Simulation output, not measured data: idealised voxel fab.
process module | voxel wiring stack
cross-section cut | 235 nm wide | cells 5 nm
A cross-section is a grid of square cells, given in bands from the top down. A band is one or more rows of cells.
Each band's line starts with the height of the band's top and of its bottom, in nm. Then come its materials from left to right, each with its width in nm. One material with "throughout" fills the band from edge to edge. "air" is empty space.
Height 0 is the level under which the wafer as received is all one material. The lowest band goes on downwards, as in "0 down".
A width such as "30 to 40" changes by the same amount from each row of cells to the next, from the band's top row to its bottom row.
"no change" after a step means that no cell of the cross-section changed.
closed voids: empty space of 8 cells or more with no open way to the top, each as width x height at its distance from the left edge, in nm
after a step's settings: what the simulator itself notes on the step
overlay nm, on a step with a mask: how far to the right of its planned place the mask lay; to the left if negative
plan
1 op RECEIVE | material Si
2 op CONFORMAL_DEP | material SiO2 | thk nm 10
3 op CONFORMAL_DEP | material SiN | thk nm 5
4 op DIRECTIONAL_DEP | material lowk | thk nm 20
5 op DIRECTIONAL_DEP | material aC | thk nm 10
6 op PATTERN | tone open | mask id METAL_1 | material resist | width nm 20 | pitch nm 45 | thk nm 30 | overlay nm 0
7 op DIRECTIONAL_ETCH | etch materials aC | depth nm 10
8 op STRIP | etch materials resist
9 op DIRECTIONAL_ETCH | etch materials lowk | depth nm 20
10 op DIRECTIONAL_ETCH | etch materials SiN | depth nm 5
11 op STRIP | etch materials aC
12 op CONFORMAL_DEP | material TiN | thk nm 5
13 op FILL_DEP | material Ru | thk nm 5
14 op CMP | height nm 35
15 op CONFORMAL_DEP | material SiCN | thk nm 5
16 op DIRECTIONAL_DEP | material lowk | thk nm 35
17 op MASKED_ETCH | tone open | mask id METAL_2_HOLES | width nm 15 | pitch nm 45 | etch materials lowk | depth nm 35 | overlay nm 0
18 op DIRECTIONAL_DEP | material aC | thk nm 10
19 op PATTERN | tone open | mask id METAL_2 | material resist | width nm 20 | pitch nm 45 | thk nm 25 | overlay nm 0
20 op DIRECTIONAL_ETCH | etch materials aC | depth nm 10
21 op STRIP | etch materials resist
22 op DIRECTIONAL_ETCH | etch materials lowk | depth nm 20
23 op DIRECTIONAL_ETCH | etch materials SiCN | depth nm 5
24 op STRIP | etch materials aC
25 op CONFORMAL_DEP | material TiN | thk nm 5
26 op FILL_DEP | material Ru | thk nm 5
27 op CMP | height nm 75
28 op CONFORMAL_DEP | material SiCN | thk nm 5
as received, after step 1
  0 down: Si throughout
  closed voids: none
first wafer at the end, as planned
  80 to 75: SiCN throughout
  75 to 60: lowk 85 | TiN 5 | Ru 10 | TiN 5 | lowk 25 | TiN 5 | Ru 10 | TiN 5 | lowk 85
  60 to 55: lowk 85 | TiN 5 | Ru 5 | TiN 10 | lowk 25 | TiN 5 | Ru 5 | TiN 10 | lowk 85
  55 to 40: lowk 85 | TiN 5 | Ru 5 | TiN 5 | lowk 30 | TiN 5 | Ru 5 | TiN 5 | lowk 90
  40 to 35: SiCN 85 | TiN 15 | SiCN 30 | TiN 15 | SiCN 90
  35 to 15: lowk 85 | TiN 5 | Ru 10 | TiN 5 | lowk 25 | TiN 5 | Ru 10 | TiN 5 | lowk 85
  15 to 10: SiN 85 | TiN 20 | SiN 25 | TiN 20 | SiN 85
  10 to 0: SiO2 throughout
  0 down: Si throughout
  closed voids: none
second wafer at the end: like start, like plan, one mistake
  80 to 75: SiCN throughout
  75 to 60: lowk 85 | TiN 5 | Ru 20 | TiN 5 | lowk 15 | TiN 5 | Ru 20 | TiN 5 | lowk 75
  60 to 55: lowk 85 | TiN 5 | Ru 5 | TiN 20 | lowk 15 | TiN 5 | Ru 5 | TiN 20 | lowk 75
  55 to 45: lowk 85 | TiN 5 | Ru 5 | TiN 5 | lowk 30 | TiN 5 | Ru 5 | TiN 5 | lowk 90
  45 to 40: lowk 85 | TiN 15 | lowk 30 | TiN 15 | lowk 90
  40 to 35: SiCN 95 | TiN 5 | SiCN 40 | TiN 5 | SiCN 90
  35 to 15: lowk 85 | TiN 5 | Ru 10 | TiN 5 | lowk 25 | TiN 5 | Ru 10 | TiN 5 | lowk 85
  15 to 10: SiN 85 | TiN 20 | SiN 25 | TiN 20 | SiN 85
  10 to 0: SiO2 throughout
  0 down: Si throughout
  closed voids: none
what went wrong: step 19 ran as: op PATTERN | tone open | mask id METAL_2 | material resist | width nm 20 | pitch nm 45 | thk nm 25 | overlay nm 10
at the end the second wafer has, in cells: 10 more of Ru | 4 more of SiCN | 2 more of TiN | 16 fewer of lowk
